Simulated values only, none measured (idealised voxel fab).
The process module presented herein is designated voxel ribs on slabs.
Cross-section cut: width 185 nm, square cells of 5 nm.
Cross-section layout: square cells on a grid; listed as bands, top to bottom; a band spans one or more cell rows.
Heights first: top, then bottom, in nm. Then materials, left to right, each with a width in nm. "edge to edge" on a single material: fills the band edge to edge. "blank": empty space.
The reference from which all heights are counted is 0, the level beneath which the as-received wafer is entirely one material; the lowest band, having no lower bound, proceeds downward and is written after the example "from 0 down".
The two numbers in a width such as "30..40" mark its ends across the band: the first belongs to the top row of cells, the second to the bottom row, and from each row to the next the width moves by the same amount.
The cross-section has no changed cell in any step marked "nothing got changed".
The entry titled "Trapped cavities" provides the empty spaces that have no open way to the top, restricted to those of 8 cells or more. Each is presented as width x height at distance, the distance being measured from the left edge, with all three in nm.
If you see something after the settings on a step's line, that's the simulator's own remark about that step.
"overlay nm" denotes, for a step that has a mask, the displacement of the mask to the right of its planned place, with negative values corresponding to the left.

plan:
1 RECEIVE [material Si]
2 DIRECTIONAL_DEP [material SiO2] [thk nm 25]
3 DIRECTIONAL_DEP [material polySi] [thk nm 15]
4 PATTERN [tone cover] [mask id RIB] [material resist] [width nm 15] [thk nm 20] [overlay nm 0]
5 DIRECTIONAL_ETCH [etch materials polySi] [depth nm 5]
6 STRIP [etch materials resist]
7 PATTERN [tone cover] [mask id SLAB] [material resist] [width nm 55] [thk nm 20] [overlay nm 0]
8 DIRECTIONAL_ETCH [etch materials polySi] [depth nm 10]
9 STRIP [etch materials resist]
10 FILL_DEP [material SiO2] [thk nm 20]
11 CMP [height nm 50]
12 DIRECTIONAL_DEP [material TiN] [thk nm 5]
13 PATTERN [tone cover] [mask id HEATER] [material resist] [width nm 25] [thk nm 20] [overlay nm 0]
14 DIRECTIONAL_ETCH [etch materials TiN] [depth nm 5]
15 STRIP [etch materials resist]
16 CONFORMAL_DEP [material SiO2] [thk nm 5]

The following pertains to the first of two wafers, which was processed as planned:

The cross-section here shows the wafer as received, i.e. in its state after step 1:
* from 0 down | Si edge to edge
* Trapped cavities: none

The wafer, seen in cross-section, after step 2:
* from 25 to 0 | SiO2 edge to edge
* Heights below 0 show no change.

The wafer, seen in cross-section, after step 3:
* from 40 to 25 | polySi edge to edge
* Heights below 25 show no change.

The wafer, seen in cross-section, after step 4:
* from 60 to 40 | blank 85 nm | resist 15 nm | blank 85 nm
* Heights below 40 show no change.

The wafer, seen in cross-section, after step 5:
* from 60 to 40 | blank 85 nm | resist 15 nm | blank 85 nm
* from 40 to 35 | blank 85 nm | polySi 15 nm | blank 85 nm
* Heights below 35 show no change.

The wafer, seen in cross-section, after step 6:
* from 40 to 35 | blank 85 nm | polySi 15 nm | blank 85 nm
* Heights below 35 show no change.

The wafer, seen in cross-section, after step 7:
* from 60 to 40 | blank 65 nm | resist 55 nm | blank 65 nm
* from 40 to 35 | blank 65 nm | resist 20 nm | polySi 15 nm | resist 20 nm | blank 65 nm
* Heights below 35 show no change.

The wafer, seen in cross-section, after step 8:
* from 60 to 40 | blank 65 nm | resist 55 nm | blank 65 nm
* from 40 to 35 | blank 65 nm | resist 20 nm | polySi 15 nm | resist 20 nm | blank 65 nm
* from 35 to 25 | blank 65 nm | polySi 55 nm | blank 65 nm
* Heights below 25 show no change.

The wafer, seen in cross-section, after step 9:
* from 40 to 35 | blank 85 nm | polySi 15 nm | blank 85 nm
* Heights below 35 show no change.

The wafer, seen in cross-section, after step 10:
* from 60 to 40 | SiO2 edge to edge
* from 40 to 35 | SiO2 85 nm | polySi 15 nm | SiO2 85 nm
* from 35 to 25 | SiO2 65 nm | polySi 55 nm | SiO2 65 nm
* Heights below 25 show no change.

The wafer, seen in cross-section, after step 11:
* from 50 to 40 | SiO2 edge to edge
* Heights below 40 show no change.

The wafer, seen in cross-section, after step 12:
* from 55 to 50 | TiN edge to edge
* Heights below 50 show no change.

The wafer, seen in cross-section, after step 13:
* from 75 to 55 | blank 80 nm | resist 25 nm | blank 80 nm
* Heights below 55 show no change.

The wafer, seen in cross-section, after step 14:
* from 75 to 55 | blank 80 nm | resist 25 nm | blank 80 nm
* from 55 to 50 | blank 80 nm | TiN 25 nm | blank 80 nm
* Heights below 50 show no change.

The wafer, seen in cross-section, after step 15:
* from 55 to 50 | blank 80 nm | TiN 25 nm | blank 80 nm
* Heights below 50 show no change.

The wafer, seen in cross-section, after step 16:
* from 60 to 55 | blank 75 nm | SiO2 35 nm | blank 75 nm
* from 55 to 50 | SiO2 80 nm | TiN 25 nm | SiO2 80 nm
* Heights below 50 show no change.

Here the second wafer is described. Its start and its plan were those of the first wafer. Its run contained one mistake. Up to and including step 6, it did exactly what the first wafer did:

X-section, second wafer, when step 7 was due to finish:
* from 60 to 40 | blank 70 nm | resist 45 nm | blank 70 nm
* from 40 to 35 | blank 70 nm | resist 15 nm | polySi 15 nm | resist 15 nm | blank 70 nm
* Heights below 35 show no change.

X-section, second wafer, when step 8 was due to finish:
* from 60 to 40 | blank 70 nm | resist 45 nm | blank 70 nm
* from 40 to 35 | blank 70 nm | resist 15 nm | polySi 15 nm | resist 15 nm | blank 70 nm
* from 35 to 25 | blank 70 nm | polySi 45 nm | blank 70 nm
* Heights below 25 show no change.

X-section, second wafer, when step 9 was due to finish:
* from 40 to 35 | blank 85 nm | polySi 15 nm | blank 85 nm
* Heights below 35 show no change.

X-section, second wafer, when step 10 was due to finish:
* from 60 to 40 | SiO2 edge to edge
* from 40 to 35 | SiO2 85 nm | polySi 15 nm | SiO2 85 nm
* from 35 to 25 | SiO2 70 nm | polySi 45 nm | SiO2 70 nm
* Heights below 25 show no change.

X-section, second wafer, when step 11 was due to finish:
* from 50 to 40 | SiO2 edge to edge
* Heights below 40 show no change.

X-section, second wafer, when step 12 was due to finish:
* from 55 to 50 | TiN edge to edge
* Heights below 50 show no change.

X-section, second wafer, when step 13 was due to finish:
* from 75 to 55 | blank 80 nm | resist 25 nm | blank 80 nm
* Heights below 55 show no change.

X-section, second wafer, when step 14 was due to finish:
* from 75 to 55 | blank 80 nm | resist 25 nm | blank 80 nm
* from 55 to 50 | blank 80 nm | TiN 25 nm | blank 80 nm
* Heights below 50 show no change.

X-section, second wafer, when step 15 was due to finish:
* from 55 to 50 | blank 80 nm | TiN 25 nm | blank 80 nm
* Heights below 50 show no change.

X-section, second wafer, when step 16 was due to finish:
* from 60 to 55 | blank 75 nm | SiO2 35 nm | blank 75 nm
* from 55 to 50 | SiO2 80 nm | TiN 25 nm | SiO2 80 nm
* Heights below 50 show no change.
It is concluded that the wafer was processed incorrectly with respect to the plan, in that so step 7 ended up running with a different setting than we planned, it ran as PATTERN [tone cover] [mask id SLAB] [material resist] [width nm 45] [thk nm 20] [overlay nm 0]
Heads up, by the end the second wafer has more or fewer cells of some materials compared to the first: SiO2 +4, polySi -4
